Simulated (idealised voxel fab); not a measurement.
Proc. module: voxel tone inversion
The cross-section shown here is cut; it is 215 nm wide and divided into square cells measuring 5 nm on a side.
If you're reading a cross-section in this doc, picture square cells in a grid; it comes to you as bands, top ones listed first down to the bottom, and a band can be one or more rows of cells. It is stipulated that each band's entry specify, in nanometres, the height of the top of the band and then that of its bottom, followed by the materials of the band in left-to-right sequence, each together with its width in nanometres. A single material marked by the word "edge to edge" is understood to fill the band from edge to edge; the word "empty" is understood to denote empty space. It should be noted that heights are counted from 0, beneath which the wafer as supplied is of one material throughout, and that the lowest band possesses no lower boundary but continues downward, as written in "top 0, no bottom". So if you see something like "30 to 40" for the width, read it as the top row of the band sitting at the first number and the bottom row at the second, with every row in between moving by the same amount as the last. Where a step carries "remained the same", the cross-section came out of it unchanged, cell for cell. Empty spaces counting at least 8 cells and having no open way to the top are listed in "Closed cavity list". The notation width x height at distance is used for each, the distance being from the left edge and all three values in nm. Text after the settings on a step's line: the simulator's own remark on that step. overlay nm: for a step with a mask, the amount by which the mask lay right of where it was planned; a negative amount means left of it.

[Here's what the planned process steps look like]
1 RECEIVE: material Si
2 CONFORMAL_DEP: material SiN, thk nm 5
3 DIRECTIONAL_DEP: material polySi, thk nm 15
4 PATTERN: tone cover, mask id POSTS, material resist, width nm 20, pitch nm 40, thk nm 20, overlay nm 0
5 DIRECTIONAL_ETCH: etch materials polySi, depth nm 15
6 STRIP: etch materials resist
7 FILL_DEP: material SiO2, thk nm 5
8 CMP: height nm 20
9 STRIP: etch materials polySi

[This is the cross-section of the wafer as we received it, i.e. after step 1]
> top 0, no bottom: Si edge to edge
> Closed cavity list: none

[The first of the two wafers as seen in cross-section once the module was finished; processing followed the plan]
> top 20, bottom 5: 35 of SiO2  20 of empty  20 of SiO2  20 of empty  20 of SiO2  20 of empty  20 of SiO2  20 of empty  40 of SiO2
> top 5, bottom 0: SiN edge to edge
> top 0, no bottom: Si edge to edge
> Closed cavity list: none

[Cross-sectional view: second of two wafers, end of module; start and plan identical to the first, one mistake in running]
> top 20, bottom 15: SiO2 edge to edge
> top 15, bottom 0: 35 of SiO2  20 of polySi  20 of SiO2  20 of polySi  20 of SiO2  20 of polySi  20 of SiO2  20 of polySi  40 of SiO2
> top 0, no bottom: Si edge to edge
> Closed cavity list: none
Finding, execution versus plan: step 2 of the plan was omitted and not executed
at the end the second wafer has, in cells: SiN: 43 fewer | SiO2: 43 more | polySi: 48 more
